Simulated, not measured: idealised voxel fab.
The name of this process module is voxel gate over fins.
Square cell edge 5 nm, section width 290 nm, ID cut.
Just so we're on the same page, the cross-sections are grids of square cells, and they're listed out in bands top to bottom, each band one or more rows deep.
Read a band's entry like this: the first values are the height of its top and the height of its bottom in nm, and what follows is the sequence of materials from left to right, each with its width in nm. Note that "empty" is empty space, and that a single material marked "all across" reaches across the band from edge to edge.
Beneath 0, the wafer as received is one material, and that level is where height counting begins. The lowest band goes on downward without a bottom; it is written like "0 down".
Top row gets the first number, bottom row gets the second, and each row in between changes by the same step: that is how a band width like "30->40" works.
For the purposes of this document, the phrase "everything unchanged" attached to a step denotes that no cell within the cross-section was modified by that step.
This entry, "Enclosed void entries", enumerates those empty regions of no fewer than 8 cells that possess no open connection to the top. Each region is reported in the form width x height at distance, the distance being taken from the left edge, with all three quantities expressed in nm.
Note: text after step settings on the step line = simulator remark on that step.
A step's line can hold "overlay nm"; with a mask on that step, the setting says how far right of the planned place the mask lay, while a negative setting says it lay to the left.
Process steps (planned):
| 1 | RECEIVE (material Si) |
| 2 | CONFORMAL_DEP (material SiN; thk nm 10) |
| 3 | MASKED_ETCH (tone cover; mask id FINS; width nm 15; pitch nm 40; etch materials SiN; depth nm 10; overlay nm 0) |
| 4 | MASKED_ETCH (tone cover; mask id FINS; width nm 15; pitch nm 40; etch materials Si; depth nm 30; overlay nm 0) |
| 5 | FILL_DEP (material SiO2; thk nm 5) |
| 6 | CMP (height nm 10) |
| 7 | SELECTIVE_ETCH (etch materials SiO2; depth nm 25) |
| 8 | STRIP (etch materials SiN) |
| 9 | CONFORMAL_DEP (material HfO2; thk nm 5) |
| 10 | CONFORMAL_DEP (material TiN; thk nm 5) |
| 11 | CONFORMAL_DEP (material TiAl; thk nm 5) |
| 12 | CONFORMAL_DEP (material TiN; thk nm 5) |
| 13 | FILL_DEP (material W; thk nm 10) |
| 14 | CMP (height nm 25) |
| 15 | CONFORMAL_DEP (material SiCN; thk nm 10) |
As received (post step 1): cross-section:
  0 down = Si all across
  Enclosed void entries: none
Wafer cross-section at end of module: start and plan as shown above, one execution error:
  35 to 25 = SiCN all across
  25 to 15 = W all across
  15 to 10 = W (100), TiN (85), W (105)
  10 to 5 = W (100), TiN (5), TiAl (35), TiN (5), TiAl (35), TiN (5), W (105)
  5 to 0 = W (100), TiN (5), TiAl (5), HfO2 (25), TiAl (5), TiN (5), TiAl (5), HfO2 (25), TiAl (5), TiN (5), W (105)
  0 to -5 = TiN (105), TiAl (5), HfO2 (5), Si (15), HfO2 (5), TiAl (5), TiN (5), TiAl (5), HfO2 (5), Si (15), HfO2 (5), TiAl (5), TiN (110)
  -5 to -10 = TiAl (110), HfO2 (5), Si (15), HfO2 (5), TiAl (15), HfO2 (5), Si (15), HfO2 (5), TiAl (115)
  -10 to -15 = HfO2 (115), Si (15), HfO2 (25), Si (15), HfO2 (120)
  -15 to -30 = SiO2 (115), Si (15), SiO2 (25), Si (15), SiO2 (120)
  -30 down = Si all across
  Enclosed void entries: none
What went wrong in running the wafer? step 10 from the plan never happened, it was just skipped
